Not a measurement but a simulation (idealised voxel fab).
voxel fin reveal: a process module
We display cut, a cross-section 215 nm in width whose square cells are each 5 nm.
A cross-section is a grid of square cells, given in bands from the top down. A band is one or more rows of cells.
Heights first: top, then bottom, in nm. Then materials, left to right, each with a width in nm. "throughout" on a single material: fills the band edge to edge. "empty": empty space.
For the purposes of this specification, 0 denotes the height below which the wafer in its as-received condition is composed wholly of one material, and the lowermost band, lacking a lower limit, extends downward without end, as expressed in "0 down".
So if you see something like "30..40" for the width, read it as the top row of the band sitting at the first number and the bottom row at the second, with every row in between moving by the same amount as the last.
Where a step carries "no change", the cross-section came out of it unchanged, cell for cell.
"Sealed voids" specifies each empty space that is not open to the top and that occupies no fewer than 8 cells, using the form width x height at distance, the distance measured from the left edge and all three quantities in nm.
after a step's settings: what the simulator itself notes on the step
overlay nm: on a step with a mask, how far right of its planned place the mask lay; negative means left.
Listed below are the process steps as planned
1: RECEIVE (material Si)
2: CONFORMAL_DEP (material SiN; thk nm 10)
3: MASKED_ETCH (tone cover; mask id FINS; width nm 15; pitch nm 45; etch materials SiN; depth nm 10; overlay nm 0)
4: MASKED_ETCH (tone cover; mask id FINS; width nm 15; pitch nm 45; etch materials Si; depth nm 30; overlay nm 0)
5: OXIDIZE (depth nm 5)
6: FILL_DEP (material SiO2; thk nm 15)
7: CMP (height nm 10)
8: SELECTIVE_ETCH (etch materials SiO2; depth nm 20)
9: STRIP (etch materials SiN)
Shown in cross-section is the wafer as received, that is, as it stands after step 1
- 0 down = Si throughout
- Sealed voids: none
The cross-section shown corresponds to the wafer at the conclusion of the module. The initial structure and the process plan are those presented above; however, one mistake occurred in executing the plan
- 5 to 0 = 75 of SiO2, 15 of empty, 30 of SiO2, 15 of empty, 80 of SiO2
- 0 to -35 = 80 of SiO2, 5 of Si, 40 of SiO2, 5 of Si, 85 of SiO2
- -35 down = Si throughout
- Sealed voids: none
It is concluded that the wafer was processed incorrectly with respect to the plan, in that step 7 of the plan was omitted and not executed
